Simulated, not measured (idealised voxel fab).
process module | voxel double patterning
cross-section cut | 230 nm wide | cells 5 nm
A cross-section is a grid of square cells, given in bands from the top down. A band is one or more rows of cells.
Each band's line starts with the height of the band's top and of its bottom, in nm. Then come its materials from left to right, each with its width in nm. One material with "throughout" fills the band from edge to edge. "air" is empty space.
Height 0 is the level under which the wafer as received is all one material. The lowest band goes on downwards, as in "0 down".
A width such as "30 to 40" changes by the same amount from each row of cells to the next, from the band's top row to its bottom row.
"no change" after a step means that no cell of the cross-section changed.
closed voids: empty space of 8 cells or more with no open way to the top, each as width x height at its distance from the left edge, in nm
after a step's settings: what the simulator itself notes on the step
overlay nm, on a step with a mask: how far to the right of its planned place the mask lay; to the left if negative
plan
1 op RECEIVE | material Si
2 op CONFORMAL_DEP | material SiO2 | thk nm 10
3 op DIRECTIONAL_DEP | material TiN | thk nm 15
4 op DIRECTIONAL_DEP | material SiCN | thk nm 5
5 op MASKED_ETCH | tone open | mask id FIRST | width nm 15 | pitch nm 50 | etch materials SiCN | depth nm 5 | overlay nm 0
6 op PATTERN | tone open | mask id SECOND | material resist | width nm 15 | pitch nm 50 | thk nm 15 | overlay nm 0
7 op DIRECTIONAL_ETCH | etch materials SiCN | depth nm 5
8 op STRIP | etch materials resist
9 op DIRECTIONAL_ETCH | etch materials TiN | depth nm 15
10 op STRIP | etch materials SiCN
first wafer, as planned
as received, after step 1
  0 down: Si throughout
  closed voids: none
after step 2
  10 to 0: SiO2 throughout
  below 0: unchanged
after step 3
  25 to 10: TiN throughout
  below 10: unchanged
after step 4
  30 to 25: SiCN throughout
  below 25: unchanged
after step 5
  30 to 25: SiCN 55 | air 15 | SiCN 35 | air 15 | SiCN 35 | air 15 | SiCN 60
  below 25: unchanged
after step 6
  45 to 30: resist 80 | air 15 | resist 35 | air 15 | resist 85
  30 to 25: SiCN 55 | resist 15 | SiCN 35 | resist 15 | SiCN 35 | resist 15 | SiCN 60
  below 25: unchanged
after step 7
  45 to 30: resist 80 | air 15 | resist 35 | air 15 | resist 85
  30 to 25: SiCN 55 | resist 15 | SiCN 10 | air 15 | SiCN 10 | resist 15 | SiCN 10 | air 15 | SiCN 10 | resist 15 | SiCN 60
  below 25: unchanged
after step 8
  30 to 25: SiCN 55 | air 15 | SiCN 10 | air 15 | SiCN 10 | air 15 | SiCN 10 | air 15 | SiCN 10 | air 15 | SiCN 60
  below 25: unchanged
after step 9
  30 to 25: SiCN 55 | air 15 | SiCN 10 | air 15 | SiCN 10 | air 15 | SiCN 10 | air 15 | SiCN 10 | air 15 | SiCN 60
  25 to 10: TiN 55 | air 15 | TiN 10 | air 15 | TiN 10 | air 15 | TiN 10 | air 15 | TiN 10 | air 15 | TiN 60
  below 10: unchanged
after step 10
  25 to 10: TiN 55 | air 15 | TiN 10 | air 15 | TiN 10 | air 15 | TiN 10 | air 15 | TiN 10 | air 15 | TiN 60
  below 10: unchanged
second wafer: like start, like plan, one mistake. Through step 1 it matches the first wafer
when step 2 should have ended: no change
when step 3 should have ended
  15 to 0: TiN throughout
  below 0: unchanged
when step 4 should have ended
  20 to 15: SiCN throughout
  below 15: unchanged
when step 5 should have ended
  20 to 15: SiCN 55 | air 15 | SiCN 35 | air 15 | SiCN 35 | air 15 | SiCN 60
  below 15: unchanged
when step 6 should have ended
  35 to 20: resist 80 | air 15 | resist 35 | air 15 | resist 85
  20 to 15: SiCN 55 | resist 15 | SiCN 35 | resist 15 | SiCN 35 | resist 15 | SiCN 60
  below 15: unchanged
when step 7 should have ended
  35 to 20: resist 80 | air 15 | resist 35 | air 15 | resist 85
  20 to 15: SiCN 55 | resist 15 | SiCN 10 | air 15 | SiCN 10 | resist 15 | SiCN 10 | air 15 | SiCN 10 | resist 15 | SiCN 60
  below 15: unchanged
when step 8 should have ended
  20 to 15: SiCN 55 | air 15 | SiCN 10 | air 15 | SiCN 10 | air 15 | SiCN 10 | air 15 | SiCN 10 | air 15 | SiCN 60
  below 15: unchanged
when step 9 should have ended
  20 to 15: SiCN 55 | air 15 | SiCN 10 | air 15 | SiCN 10 | air 15 | SiCN 10 | air 15 | SiCN 10 | air 15 | SiCN 60
  15 to 0: TiN 55 | air 15 | TiN 10 | air 15 | TiN 10 | air 15 | TiN 10 | air 15 | TiN 10 | air 15 | TiN 60
  below 0: unchanged
when step 10 should have ended
  15 to 0: TiN 55 | air 15 | TiN 10 | air 15 | TiN 10 | air 15 | TiN 10 | air 15 | TiN 10 | air 15 | TiN 60
  below 0: unchanged
what went wrong: step 2 was left out
at the end the second wafer has, in cells: 92 fewer of SiO2
